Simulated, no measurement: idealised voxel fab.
Presented below is a process module, voxel self aligned vias.
Each square cell in cross-section cut measures 5 nm, and the section as a whole is 190 nm wide.
Square cells in a grid make up a cross-section in this document, and the grid is given as bands, listed from the top down, each one or more rows of cells.
This entry defines a band. It first specifies the height of the band's top and the height of its bottom in nm, and then specifies the band's materials from left to right, stating each material with its width in nm. The word "all across" identifies a single material that fills the band from edge to edge, while the word "blank" identifies empty space.
Ref level 0: as-received wafer is one material below here. Bottom band extends down with no lower bound ("0 and below").
Per-row width for "30->40": begins at first number (top row of band), ends at second number (bottom row), increment between rows held constant.
A step reported as "no change occurred" is a step in which no cell of the cross-section changed.
"Unvented voids" enumerates empty spaces isolated from the top, with no open way to it, that contain at least 8 cells, giving each as width x height at distance from the left edge, all three in nm.
The remark found on a step's line after its settings is issued by the simulator itself and pertains to that step.
overlay nm, on a step with a mask: how far to the right of its planned place the mask lay; to the left if negative

PLANNED STEP LIST FOR THE PROCESS
1. RECEIVE (material Si)
2. CONFORMAL_DEP (material SiO2; thk nm 15)
3. CONFORMAL_DEP (material SiCN; thk nm 5)
4. DIRECTIONAL_DEP (material lowk; thk nm 20)
5. MASKED_ETCH (tone open; mask id LINES; width nm 25; pitch nm 70; etch materials lowk; depth nm 20; overlay nm 0)
6. CONFORMAL_DEP (material TiN; thk nm 5)
7. FILL_DEP (material W; thk nm 5)
8. CMP (height nm 40)
9. SELECTIVE_ETCH (etch materials W Ru TiN; depth nm 5)
10. FILL_DEP (material SiN; thk nm 10)
11. CMP (height nm 40)
12. DIRECTIONAL_DEP (material lowk; thk nm 5)
13. DIRECTIONAL_DEP (material aC; thk nm 10)
14. PATTERN (tone open; mask id VIAS; material resist; width nm 45; thk nm 25; overlay nm 0)
15. DIRECTIONAL_ETCH (etch materials aC; depth nm 10)
16. STRIP (etch materials resist)
17. DIRECTIONAL_ETCH (etch materials lowk; depth nm 15)
18. DIRECTIONAL_ETCH (etch materials SiN; depth nm 5)
19. STRIP (etch materials aC)
20. CONFORMAL_DEP (material TiN; thk nm 5)
21. FILL_DEP (material Cu; thk nm 10)
22. CMP (height nm 55)
23. CONFORMAL_DEP (material SiN; thk nm 5)
It is noted that the wafers described herein are identical at the outset and are distinguished by the thk nm of step 12; the value stated in the plan corresponds to the first wafer.

AS-RECEIVED STATE AFTER STEP 1, FIRST OF SEVERAL WAFERS, CROSS-SECTION
- 0 and below | Si all across
- Unvented voids: none

THE FIGURE BELOW PRESENTS A CROSS-SECTION OF THE FIRST OF SEVERAL WAFERS AT THE CONCLUSION OF THE MODULE, FOLLOWING ITS LAST STEP, STEP 23
- 60 down to 55 | SiN all across
- 55 down to 50 | Cu all across
- 50 down to 45 | 40 nm TiN  35 nm Cu  115 nm TiN
- 45 down to 40 | 35 nm lowk  5 nm TiN  35 nm Cu  5 nm TiN  110 nm lowk
- 40 down to 35 | 35 nm lowk  45 nm TiN  35 nm lowk  25 nm SiN  50 nm lowk
- 35 down to 25 | 35->45 nm lowk  15->5 nm TiN  15 nm W  15->5 nm TiN  35->45 nm lowk  5 nm TiN  15 nm W  5 nm TiN  50 nm lowk
- 25 down to 20 | 45 nm lowk  25 nm TiN  45 nm lowk  25 nm TiN  50 nm lowk
- 20 down to 15 | SiCN all across
- 15 down to 0 | SiO2 all across
- 0 and below | Si all across
- Unvented voids: none

CROSS-SECTION, LAST WAFER, MODULE COMPLETION
- 60 down to 55 | SiN all across
- 55 down to 40 | lowk all across
- 40 down to 35 | 45 nm lowk  25 nm SiN  45 nm lowk  25 nm SiN  50 nm lowk
- 35 down to 25 | 45 nm lowk  5 nm TiN  15 nm W  5 nm TiN  45 nm lowk  5 nm TiN  15 nm W  5 nm TiN  50 nm lowk
- 25 down to 20 | 45 nm lowk  25 nm TiN  45 nm lowk  25 nm TiN  50 nm lowk
- 20 down to 15 | SiCN all across
- 15 down to 0 | SiO2 all across
- 0 and below | Si all across
- Unvented voids: none

PER-WAFER ROWS BELOW. FOR EACH MATERIAL: CELLS GAINED (+) OR LOST (-) SINCE THE WAFER WAS RECEIVED, AS OF END OF MODULE. THEN: CLOSED VOIDS
thk nm 5, +52 Cu, +38 SiCN, +43 SiN, +114 SiO2, +64 TiN, +12 W, +133 lowk, Unvented voids: none
thk nm 10, +21 Cu, +38 SiCN, +43 SiN, +114 SiO2, +62 TiN, +12 W, +166 lowk, Unvented voids: none
thk nm 15, +17 Cu, +38 SiCN, +43 SiN, +114 SiO2, +33 TiN, +12 W, +199 lowk, Unvented voids: none
thk nm 20, +7 Cu, +38 SiCN, +48 SiN, +114 SiO2, +29 TiN, +12 W, +208 lowk, Unvented voids: none
thk nm 25, +38 SiCN, +48 SiN, +114 SiO2, +27 TiN, +12 W, +217 lowk, Unvented voids: none
thk nm 30, +38 SiCN, +48 SiN, +114 SiO2, +18 TiN, +12 W, +226 lowk, Unvented voids: none
